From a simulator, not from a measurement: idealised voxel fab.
Module name: voxel self aligned vias (process module)
Square cell edge 5 nm, section width 175 nm, ID cut.
The cross-sections in this document take the form of a grid made of square cells. They are written out as bands, in order from top to bottom. Each band consists of one or more rows of cells. In this notation a band is specified by the heights of its top and bottom, in that order and in nm, after which its materials appear from left to right, each paired with its width in nm. The word "all across" attached to a single material means that material fills the band from edge to edge; the word "empty" stands for empty space. Heights are measured from 0, the level below which the as-received wafer is all one material; the lowest band has no bottom and continues downward, written as in "from 0 down". So if you see something like "30 to 40" for the width, read it as the top row of the band sitting at the first number and the bottom row at the second, with every row in between moving by the same amount as the last. "nothing different", as given for a step, is the statement that not any cell of the cross-section underwent a change during that step. Basically, "Cavities, sealed" tells you about the enclosed voids: empty spaces with no open way to the top, 8 cells or bigger, each written width x height at distance, where distance is from the left edge, all in nm. Formally, on a step line, whatever follows the settings is a remark that the simulator itself makes on the step. Steps that use a mask can have "overlay nm" on their line. It says how far the mask sat to the right of where it was meant to be. Negative means to the left.

BELOW IS THE LIST OF PLANNED PROCESS STEPS
| 1 | RECEIVE: material Si |
| 2 | CONFORMAL_DEP: material SiO2, thk nm 10 |
| 3 | CONFORMAL_DEP: material SiCN, thk nm 5 |
| 4 | DIRECTIONAL_DEP: material SiO2, thk nm 25 |
| 5 | MASKED_ETCH: tone open, mask id LINES, width nm 25, pitch nm 55, etch materials SiO2, depth nm 25, overlay nm 0 |
| 6 | CONFORMAL_DEP: material TiN, thk nm 5 |
| 7 | FILL_DEP: material W, thk nm 5 |
| 8 | CMP: height nm 40 |
| 9 | SELECTIVE_ETCH: etch materials W Ru TiN, depth nm 5 |
| 10 | FILL_DEP: material SiN, thk nm 5 |
| 11 | CMP: height nm 40 |
| 12 | DIRECTIONAL_DEP: material SiO2, thk nm 15 |
| 13 | DIRECTIONAL_DEP: material aC, thk nm 10 |
| 14 | PATTERN: tone open, mask id VIAS, material resist, width nm 35, pitch nm 55, thk nm 25, overlay nm 0 |
| 15 | DIRECTIONAL_ETCH: etch materials aC, depth nm 10 |
| 16 | STRIP: etch materials resist |
| 17 | DIRECTIONAL_ETCH: etch materials SiO2, depth nm 15 |
| 18 | DIRECTIONAL_ETCH: etch materials SiN, depth nm 5 |
| 19 | STRIP: etch materials aC |
| 20 | CONFORMAL_DEP: material TiN, thk nm 5 |
| 21 | FILL_DEP: material Ru, thk nm 5 |
| 22 | CMP: height nm 55 |
| 23 | CONFORMAL_DEP: material SiN, thk nm 5 |

AS-RECEIVED WAFER CROSS-SECTION (AFTER STEP 1)
- from 0 down | Si all across
- Cavities, sealed: none

THE FIRST OF TWO WAFERS, CROSS-SECTIONED AT THE END OF THE MODULE, WITH THE RUN PROCEEDING AS PLANNED
- from 60 to 55 | SiN all across
- from 55 to 45 | SiO2=40 | TiN=5 | Ru=25 | TiN=5 | SiO2=20 | TiN=5 | Ru=25 | TiN=5 | SiO2=45
- from 45 to 40 | SiO2=40 | TiN=10 | Ru=15 | TiN=10 | SiO2=20 | TiN=10 | Ru=15 | TiN=10 | SiO2=45
- from 40 to 35 | SiO2=45 | TiN=25 | SiO2=30 | TiN=25 | SiO2=50
- from 35 to 20 | SiO2=45 | TiN=5 | W=15 | TiN=5 | SiO2=30 | TiN=5 | W=15 | TiN=5 | SiO2=50
- from 20 to 15 | SiO2=45 | TiN=25 | SiO2=30 | TiN=25 | SiO2=50
- from 15 to 10 | SiCN all across
- from 10 to 0 | SiO2 all across
- from 0 down | Si all across
- Cavities, sealed: none

NOW THE SECOND WAFER, CROSS-SECTIONED AT THE END OF THE MODULE. NOTHING DIFFERENT AT THE START, NOTHING DIFFERENT IN THE PLAN COMPARED WITH THE FIRST, JUST ONE MISTAKE WHEN IT WAS ACTUALLY RUN
- from 60 to 55 | SiN all across
- from 55 to 40 | SiO2=40 | TiN=5 | Ru=25 | TiN=5 | SiO2=20 | TiN=5 | Ru=25 | TiN=5 | SiO2=45
- from 40 to 35 | SiO2=40 | TiN=35 | SiO2=20 | TiN=35 | SiO2=45
- from 35 to 25 | SiO2=40 | TiN=10 | W=15 | TiN=10 | SiO2=20 | TiN=10 | W=15 | TiN=10 | SiO2=45
- from 25 to 20 | SiO2=45 | TiN=5 | W=15 | TiN=5 | SiO2=30 | TiN=5 | W=15 | TiN=5 | SiO2=50
- from 20 to 15 | SiO2=45 | TiN=25 | SiO2=30 | TiN=25 | SiO2=50
- from 15 to 10 | SiCN all across
- from 10 to 0 | SiO2 all across
- from 0 down | Si all across
- Cavities, sealed: none
What went wrong in running the wafer? it should be noted that step 17 of the plan was executed twice
The closing comparison, in cells, has the second wafer with more or fewer of some materials than the first: +4 Ru, -12 SiO2, +8 TiN
